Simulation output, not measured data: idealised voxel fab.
Process module name: voxel self aligned contacts
This is section cut - it's 195 nm across, gridded in 5 nm square cells.
If you're reading a cross-section in this doc, picture square cells in a grid; it comes to you as bands, top ones listed first down to the bottom, and a band can be one or more rows of cells.
Per band: top height and bottom height in nm, followed by the left-to-right materials and their widths in nm; "full width" marks a single material spanning edge to edge, "air" marks empty space.
Height reference: 0 = level under which incoming wafer is all one material. Lowest band: no bottom, runs on downward, e.g. "0 and below".
A two-number width, for instance "30..40", indicates that the width is equal to the first number in the top row of the band and to the second number in the bottom row, and that it changes by a constant amount per row of cells.
Key: "remains unaltered" - step with no changed cell in the cross-section.
The label "Voids, sealed" introduces a list of the empty spaces, 8 cells or larger, that have no open way up to the top; each entry in it reads width x height at distance, where the distance is taken from the left edge and all three are stated in nm.
Past the settings on a step's line: simulator remark, on that step.
When a step includes a mask, the "overlay nm" setting on its line states how far to the right of its planned place that mask lay, and negative values state how far to the left.

List of planned process steps:
| 1 | RECEIVE (material Si) |
| 2 | OXIDIZE (depth nm 5) |
| 3 | DIRECTIONAL_DEP (material polySi; thk nm 30) |
| 4 | DIRECTIONAL_DEP (material SiN; thk nm 25) |
| 5 | PATTERN (tone cover; mask id GATE; material resist; width nm 30; pitch nm 75; thk nm 15; overlay nm -15) |
| 6 | DIRECTIONAL_ETCH (etch materials SiN; depth nm 25) |
| 7 | DIRECTIONAL_ETCH (etch materials polySi; depth nm 30) |
| 8 | STRIP (etch materials resist) |
| 9 | CONFORMAL_DEP (material SiN; thk nm 10) |
| 10 | DIRECTIONAL_ETCH (etch materials SiN; depth nm 10) |
| 11 | FILL_DEP (material SiO2; thk nm 20) |
| 12 | CMP (height nm 65) |
| 13 | MASKED_ETCH (tone open; mask id CONTACT; width nm 55; etch materials SiO2; depth nm 70; overlay nm 0) |
| 14 | CONFORMAL_DEP (material TiN; thk nm 5) |
| 15 | FILL_DEP (material W; thk nm 5) |
| 16 | CMP (height nm 65) |
| 17 | CONFORMAL_DEP (material SiCN; thk nm 5) |
What sets these wafers apart? The overlay nm at step 5. They all start alike, and the plan carries the first wafer's value.

Cross-section of the first of several wafers as received (after step 1):
    0 and below = Si full width
    Voids, sealed: none

For your reference, the table is organized with a row per wafer; each row reflects the wafer at the end of the module, indicating for each material the cells gained (+) or lost (-) since receipt, and thereafter its closed voids:
overlay nm -15 | -39 Si | +39 SiCN | +148 SiN | +244 SiO2 | +37 TiN | +45 W | +72 polySi | Voids, sealed: none
overlay nm -10 | -39 Si | +39 SiCN | +148 SiN | +244 SiO2 | +37 TiN | +45 W | +72 polySi | Voids, sealed: none
overlay nm -5 | -39 Si | +39 SiCN | +148 SiN | +244 SiO2 | +37 TiN | +45 W | +72 polySi | Voids, sealed: none
overlay nm 0 | -39 Si | +39 SiCN | +148 SiN | +244 SiO2 | +37 TiN | +45 W | +72 polySi | Voids, sealed: none
overlay nm 5 | -39 Si | +39 SiCN | +148 SiN | +244 SiO2 | +37 TiN | +45 W | +72 polySi | Voids, sealed: none
overlay nm 10 | -39 Si | +39 SiCN | +148 SiN | +244 SiO2 | +37 TiN | +45 W | +72 polySi | Voids, sealed: none
overlay nm 15 | -39 Si | +39 SiCN | +148 SiN | +244 SiO2 | +37 TiN | +45 W | +72 polySi | Voids, sealed: none
